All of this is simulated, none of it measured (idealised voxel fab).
Name of the process module below: voxel released beams
The cross-section shown here is cut; it is 300 nm wide and divided into square cells measuring 5 nm on a side.
Reading order for cross-sections: top band down to bottom band. Underlying form: a grid of square cells. Band size: one or more rows of cells.
This entry defines a band. It first specifies the height of the band's top and the height of its bottom in nm, and then specifies the band's materials from left to right, stating each material with its width in nm. The word "full width" identifies a single material that fills the band from edge to edge, while the word "empty" identifies empty space.
Zero point of the height axis is 0; under it, received wafer = one material. Lowest band: continues down indefinitely, "0 and below".
You'd read "30 to 40" like this: the band's top row of cells is as wide as the first number, its bottom row is as wide as the second, and going down, every row changes width by the same amount as the row before did.
When a step is marked "remains unaltered", none of the cells in the cross-section changed during that step.
Any empty space of 8 cells or more lacking an open way to the top shows up in "Entrapped void list" as width x height at distance, distance from the left edge, in nm.
Post-settings text on a step line: simulator's own remark regarding the step.
overlay nm: mask right of planned place by this much (step with mask). Neg. = left.
[plan]
1,op RECEIVE | material Si
2,op CONFORMAL_DEP | material SiN | thk nm 5
3,op DIRECTIONAL_DEP | material SiO2 | thk nm 15
4,op DIRECTIONAL_DEP | material aC | thk nm 10
5,op PATTERN | tone open | mask id ANCHOR | material resist | width nm 30 | thk nm 30 | overlay nm 0
6,op DIRECTIONAL_ETCH | etch materials aC | depth nm 10
7,op STRIP | etch materials resist
8,op DIRECTIONAL_ETCH | etch materials SiO2 | depth nm 15
9,op STRIP | etch materials aC
10,op CONFORMAL_DEP | material polySi | thk nm 10
11,op PATTERN | tone cover | mask id BEAM | material resist | width nm 105 | thk nm 15 | overlay nm 0
12,op DIRECTIONAL_ETCH | etch materials polySi | depth nm 10
13,op STRIP | etch materials resist
14,op STRIP | etch materials SiO2
[So, the first of our two wafers, run just as we planned it]
[Delivered wafer in cross-section: state after step 1]
* 0 and below = Si full width
* Entrapped void list: none
[Once step 2 is through, the wafer looks like this in cross-section]
* 5 down to 0 = SiN full width
* Under the height 0 nothing was changed.
[Once step 3 is through, the wafer looks like this in cross-section]
* 20 down to 5 = SiO2 full width
* Under the height 5 nothing was changed.
[Once step 4 is through, the wafer looks like this in cross-section]
* 30 down to 20 = aC full width
* Under the height 20 nothing was changed.
[Once step 5 is through, the wafer looks like this in cross-section]
* 60 down to 30 = resist: 100; empty: 30; resist: 170
* Under the height 30 nothing was changed.
[Once step 6 is through, the wafer looks like this in cross-section]
* 50 down to 30 = resist: 100; empty: 30; resist: 170
* 30 down to 20 = aC: 100; empty: 30; aC: 170
* Under the height 20 nothing was changed.
[Once step 7 is through, the wafer looks like this in cross-section]
* 30 down to 20 = aC: 100; empty: 30; aC: 170
* Under the height 20 nothing was changed.
[Once step 8 is through, the wafer looks like this in cross-section]
* 30 down to 20 = aC: 100; empty: 30; aC: 170
* 20 down to 5 = SiO2: 100; empty: 30; SiO2: 170
* Under the height 5 nothing was changed.
[Once step 9 is through, the wafer looks like this in cross-section]
* 20 down to 5 = SiO2: 100; empty: 30; SiO2: 170
* Under the height 5 nothing was changed.
[Once step 10 is through, the wafer looks like this in cross-section]
* 30 down to 20 = polySi: 110; empty: 10; polySi: 180
* 20 down to 15 = SiO2: 100; polySi: 10; empty: 10; polySi: 10; SiO2: 170
* 15 down to 5 = SiO2: 100; polySi: 30; SiO2: 170
* Under the height 5 nothing was changed.
[Once step 11 is through, the wafer looks like this in cross-section]
* 45 down to 30 = empty: 95; resist: 105; empty: 100
* 30 down to 20 = polySi: 110; resist: 10; polySi: 180
* 20 down to 15 = SiO2: 100; polySi: 10; resist: 10; polySi: 10; SiO2: 170
* Under the height 15 nothing was changed.
[Once step 12 is through, the wafer looks like this in cross-section]
* 45 down to 30 = empty: 95; resist: 105; empty: 100
* 30 down to 20 = empty: 95; polySi: 15; resist: 10; polySi: 80; empty: 100
* Under the height 20 nothing was changed.
[Once step 13 is through, the wafer looks like this in cross-section]
* 30 down to 20 = empty: 95; polySi: 15; empty: 10; polySi: 80; empty: 100
* 20 down to 15 = SiO2: 100; polySi: 10; empty: 10; polySi: 10; SiO2: 170
* Under the height 15 nothing was changed.
[Once step 14 is through, the wafer looks like this in cross-section]
* 30 down to 20 = empty: 95; polySi: 15; empty: 10; polySi: 80; empty: 100
* 20 down to 15 = empty: 100; polySi: 10; empty: 10; polySi: 10; empty: 170
* 15 down to 5 = empty: 100; polySi: 30; empty: 170
* Under the height 5 nothing was changed.
[Now the other wafer: same start, same recipe, but we messed up one thing when running it. Up to and including step 5 it's the same as the first one]
[Second wafer profile in section, at the moment step 6 of the plan was meant to be complete]
* 40 down to 30 = resist: 100; empty: 30; resist: 170
* 30 down to 20 = aC: 100; empty: 30; aC: 170
* Under the height 20 nothing was changed.
[Second wafer profile in section, at the moment step 7 of the plan was meant to be complete]
* 30 down to 20 = aC: 100; empty: 30; aC: 170
* Under the height 20 nothing was changed.
[Second wafer profile in section, at the moment step 8 of the plan was meant to be complete]
* 30 down to 20 = aC: 100; empty: 30; aC: 170
* 20 down to 5 = SiO2: 100; empty: 30; SiO2: 170
* Under the height 5 nothing was changed.
[Second wafer profile in section, at the moment step 9 of the plan was meant to be complete]
* 20 down to 5 = SiO2: 100; empty: 30; SiO2: 170
* Under the height 5 nothing was changed.
[Second wafer profile in section, at the moment step 10 of the plan was meant to be complete]
* 30 down to 20 = polySi: 110; empty: 10; polySi: 180
* 20 down to 15 = SiO2: 100; polySi: 10; empty: 10; polySi: 10; SiO2: 170
* 15 down to 5 = SiO2: 100; polySi: 30; SiO2: 170
* Under the height 5 nothing was changed.
[Second wafer profile in section, at the moment step 11 of the plan was meant to be complete]
* 45 down to 30 = empty: 95; resist: 105; empty: 100
* 30 down to 20 = polySi: 110; resist: 10; polySi: 180
* 20 down to 15 = SiO2: 100; polySi: 10; resist: 10; polySi: 10; SiO2: 170
* Under the height 15 nothing was changed.
[Second wafer profile in section, at the moment step 12 of the plan was meant to be complete]
* 45 down to 30 = empty: 95; resist: 105; empty: 100
* 30 down to 20 = empty: 95; polySi: 15; resist: 10; polySi: 80; empty: 100
* Under the height 20 nothing was changed.
[Second wafer profile in section, at the moment step 13 of the plan was meant to be complete]
* 30 down to 20 = empty: 95; polySi: 15; empty: 10; polySi: 80; empty: 100
* 20 down to 15 = SiO2: 100; polySi: 10; empty: 10; polySi: 10; SiO2: 170
* Under the height 15 nothing was changed.
[Second wafer profile in section, at the moment step 14 of the plan was meant to be complete]
* 30 down to 20 = empty: 95; polySi: 15; empty: 10; polySi: 80; empty: 100
* 20 down to 15 = empty: 100; polySi: 10; empty: 10; polySi: 10; empty: 170
* 15 down to 5 = empty: 100; polySi: 30; empty: 170
* Under the height 5 nothing was changed.
what went wrong: step 6 in the plan was executed twice
The final cross-section is the same for the two wafers, so this model computes the same thing whether or not the mistake was made.
